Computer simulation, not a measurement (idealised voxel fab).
The process module presented herein is designated voxel fin reveal.
Each square cell in cross-section cut measures 5 nm, and the section as a whole is 175 nm wide.
We lay out every cross-section as a grid of square cells and spell it out in bands from the top down, where one band means one or more rows of cells. What a band's entry tells you: where the top is and where the bottom is, as heights in nm, and after that what lies inside, material by material from left to right, each with its width in nm. Empty space is written as the word "blank", and a single material marked with the word "edge to edge" occupies the band from edge to edge. Heights are expressed relative to 0, this being the level below which the as-received wafer comprises one material exclusively. The lowest band is unbounded in the downward direction and is denoted as in "0 and below". A width such as "30->40" changes by the same amount from each row of cells to the next, from the band's top row to its bottom row. "nothing altered" after a step means that no cell of the cross-section changed. The list in "Trapped voids" covers empty spaces of 8 cells or more that cannot reach the top through any open way, and it gives each as width x height at distance; the distance is from the left edge, and width, height and distance are in nm. Anything after a step's settings on that line? It's the simulator's own note about the step. overlay nm, on a step with a mask: how far to the right of its planned place the mask lay; to the left if negative.

### Planned process steps
1 RECEIVE: material Si
2 CONFORMAL_DEP: material SiN, thk nm 10
3 MASKED_ETCH: tone cover, mask id FINS, width nm 15, pitch nm 40, etch materials SiN, depth nm 10, overlay nm 0
4 MASKED_ETCH: tone cover, mask id FINS, width nm 15, pitch nm 40, etch materials Si, depth nm 40, overlay nm 0
5 FILL_DEP: material SiO2, thk nm 5
6 CMP: height nm 10
7 SELECTIVE_ETCH: etch materials SiO2, depth nm 25
8 STRIP: etch materials SiN
9 CONFORMAL_DEP: material HfO2, thk nm 5
Variable across wafers: step 3 width nm (plan value is that of the first wafer; starting state common to all).

### Sectional view: first of several wafers, as received, after step 1
    0 and below  Si edge to edge
    Trapped voids: none

### Quick look at the cross-section of the first of several wafers after step 9, which wraps up the module
    5 down to 0  55 blank | 25 HfO2 | 15 blank | 25 HfO2 | 55 blank
    0 down to -10  55 blank | 5 HfO2 | 15 Si | 5 HfO2 | 15 blank | 5 HfO2 | 15 Si | 5 HfO2 | 55 blank
    -10 down to -15  60 HfO2 | 15 Si | 25 HfO2 | 15 Si | 60 HfO2
    -15 down to -40  60 SiO2 | 15 Si | 25 SiO2 | 15 Si | 60 SiO2
    -40 and below  Si edge to edge
    Trapped voids: none

### Cross-section of the final wafer among several, taken at the end of the module
    5 down to 0  50 blank | 35 HfO2 | 5 blank | 35 HfO2 | 50 blank
    0 down to -10  50 blank | 5 HfO2 | 25 Si | 5 HfO2 | 5 blank | 5 HfO2 | 25 Si | 5 HfO2 | 50 blank
    -10 down to -15  55 HfO2 | 25 Si | 15 HfO2 | 25 Si | 55 HfO2
    -15 down to -40  55 SiO2 | 25 Si | 15 SiO2 | 25 Si | 55 SiO2
    -40 and below  Si edge to edge
    Trapped voids: none

### Quick key for the table: a row per wafer, taken at the end of the module. For each material it tells you how many cells the wafer gained (+) or lost (-) since it came in, and the closed voids come after
width nm 15 | +47 HfO2 | -232 Si | +145 SiO2 | Trapped voids: none
width nm 20 | +47 HfO2 | -216 Si | +135 SiO2 | Trapped voids: none
width nm 25 | +47 HfO2 | -200 Si | +125 SiO2 | Trapped voids: none
